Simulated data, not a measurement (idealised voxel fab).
This is a process module. Its name is voxel self aligned contacts.
Section cut is 260 nm wide and gridded with 5 nm square cells.
In this document a cross-section is written as a grid of square cells. It is given as a series of bands, listed from the top down, and a band is one or more rows of cells. Look at the band entry: it leads with the top's height and the bottom's height in nm. Then it lists the materials left to right, with a width in nm for each. The word "all across" on a single material says that material fills the band edge to edge. The word "empty" is empty space. It should be noted that heights are counted from 0, beneath which the wafer as supplied is of one material throughout, and that the lowest band possesses no lower boundary but continues downward, as written in "0 -> down". You'd read "30 to 40" like this: the band's top row of cells is as wide as the first number, its bottom row is as wide as the second, and going down, every row changes width by the same amount as the row before did. A step reported as "nothing different" is a step in which no cell of the cross-section changed. Voids not open to the top, 8 cells minimum: see "closed voids". Written width x height at distance; distance is from the left edge; nm. Post-settings text on a step line: simulator's own remark regarding the step. overlay nm, on a step with a mask: how far to the right of its planned place the mask lay; to the left if negative.

### Below is the list of planned process steps
1. RECEIVE, material Si
2. CONFORMAL_DEP, material SiO2, thk nm 5
3. DIRECTIONAL_DEP, material polySi, thk nm 25
4. DIRECTIONAL_DEP, material SiN, thk nm 25
5. PATTERN, tone cover, mask id GATE, material resist, width nm 25, pitch nm 70, thk nm 20, overlay nm 0
6. DIRECTIONAL_ETCH, etch materials SiN, depth nm 25
7. DIRECTIONAL_ETCH, etch materials polySi, depth nm 25
8. STRIP, etch materials resist
9. CONFORMAL_DEP, material SiN, thk nm 10
10. DIRECTIONAL_ETCH, etch materials SiN, depth nm 10
11. FILL_DEP, material SiO2, thk nm 20
12. CMP, height nm 65
13. MASKED_ETCH, tone open, mask id CONTACT, width nm 55, etch materials SiO2, depth nm 65, overlay nm -15
14. CONFORMAL_DEP, material TiN, thk nm 5
15. FILL_DEP, material Ru, thk nm 5
16. CMP, height nm 65
17. CONFORMAL_DEP, material SiN, thk nm 5
What sets these wafers apart? The overlay nm at step 13. They all start alike, and the plan carries the first wafer's value.

### The first of several wafers in cross-section, exactly as it reached us after step 1
* 0 -> down | Si all across
* closed voids: none

### At the end of the module, after its last step, step 17, the first of several wafers appears in cross-section as follows
* 70 -> 65 | SiN all across
* 65 -> 55 | SiO2 85 nm, TiN 5 to 35 nm, Ru 45 to 15 nm, TiN 5 nm, SiO2 120 nm
* 55 -> 30 | SiO2 70 nm, SiN 45 nm, TiN 5 nm, Ru 15 nm, TiN 5 nm, SiN 45 nm, SiO2 75 nm
* 30 -> 5 | SiO2 70 nm, SiN 10 nm, polySi 25 nm, SiN 10 nm, TiN 5 nm, Ru 15 nm, TiN 5 nm, SiN 10 nm, polySi 25 nm, SiN 10 nm, SiO2 75 nm
* 5 -> 0 | SiO2 115 nm, TiN 25 nm, SiO2 120 nm
* 0 -> down | Si all across
* closed voids: none

### Here's the last wafer cross-sectioned at the end of the module
* 70 -> 65 | SiN all across
* 65 -> 55 | SiO2 115 nm, TiN 5 nm, Ru 45 to 15 nm, TiN 5 to 35 nm, SiO2 90 nm
* 55 -> 30 | SiO2 70 nm, SiN 45 nm, TiN 5 nm, Ru 15 nm, TiN 5 nm, SiN 45 nm, SiO2 75 nm
* 30 -> 5 | SiO2 70 nm, SiN 10 nm, polySi 25 nm, SiN 10 nm, TiN 5 nm, Ru 15 nm, TiN 5 nm, SiN 10 nm, polySi 25 nm, SiN 10 nm, SiO2 75 nm
* 5 -> 0 | SiO2 115 nm, TiN 25 nm, SiO2 120 nm
* 0 -> down | Si all across
* closed voids: none

### Tabulated below, wafer by wafer, are the end-of-module results: for each material, the number of cells gained (+) or lost (-) relative to the as-received state, followed by the closed voids
overlay nm -15, +42 Ru, +182 SiN, +419 SiO2, +35 TiN, +50 polySi, closed voids: none
overlay nm -10, +42 Ru, +182 SiN, +419 SiO2, +35 TiN, +50 polySi, closed voids: none
overlay nm -5, +42 Ru, +182 SiN, +419 SiO2, +35 TiN, +50 polySi, closed voids: none
overlay nm 0, +42 Ru, +182 SiN, +419 SiO2, +35 TiN, +50 polySi, closed voids: none
overlay nm 5, +42 Ru, +182 SiN, +419 SiO2, +35 TiN, +50 polySi, closed voids: none
overlay nm 10, +42 Ru, +182 SiN, +419 SiO2, +35 TiN, +50 polySi, closed voids: none
overlay nm 15, +42 Ru, +182 SiN, +419 SiO2, +35 TiN, +50 polySi, closed voids: none
